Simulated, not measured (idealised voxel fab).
Herein follows the process module entitled voxel released beams.
Displayed cross-section: cut, width of 245 nm, square cells sized 5 nm.
Bands, listed from the top down, are how a cross-section gets written in this document; the cross-section itself is a grid of square cells, and a band is one or more rows of them.
Basically the band line says how high the top is and how high the bottom is, in nm, and then what's in it from left to right, every material with its width in nm. Empty space shows up as "empty", and if a single material carries "full width" it runs the full band edge to edge.
Below 0: as-received wafer, all one material; heights counted from there. Lowest band: no bottom, goes on down, written "z 0 and below".
Graded width ("30->40"): value in top row of band = first number; value in bottom row = second number; row-to-row change constant.
"nothing got changed" after a step means that no cell of the cross-section changed.
Empty spaces counting at least 8 cells and having no open way to the top are listed in "Fully sealed cavities". The notation width x height at distance is used for each, the distance being from the left edge and all three values in nm.
It should be noted that, on the line of a given step, the content following the step's settings is a remark produced by the simulator itself with respect to that step.
When a step includes a mask, the "overlay nm" setting on its line states how far to the right of its planned place that mask lay, and negative values state how far to the left.
## This section lists the process steps that were planned
1. RECEIVE: material Si
2. CONFORMAL_DEP: material SiN, thk nm 5
3. DIRECTIONAL_DEP: material SiO2, thk nm 20
4. MASKED_ETCH: tone open, mask id ANCHOR, width nm 25, etch materials SiO2, depth nm 20, overlay nm 0
5. CONFORMAL_DEP: material TiN, thk nm 10
6. DIRECTIONAL_DEP: material aC, thk nm 15
7. PATTERN: tone cover, mask id BEAM, material resist, width nm 100, thk nm 30, overlay nm 0
8. DIRECTIONAL_ETCH: etch materials aC, depth nm 15
9. STRIP: etch materials resist
10. DIRECTIONAL_ETCH: etch materials TiN, depth nm 10
11. STRIP: etch materials aC
12. STRIP: etch materials SiO2
## As-received wafer cross-section (after step 1)
z 0 and below: Si full width
Fully sealed cavities: none
## Starting wafer: above. Plan: above. Run: one mistake. Cross-section after the module: below
z 35 to 25: empty 70 nm, then TiN 100 nm, then empty 75 nm
z 25 to 20: SiN full width
z 20 to 0: SiO2 full width
z 0 and below: Si full width
Fully sealed cavities: none
In executing the process, a mistake was made relative to the plan: so 2 and 3 got swapped relative to the plan, each ran where the other was supposed to
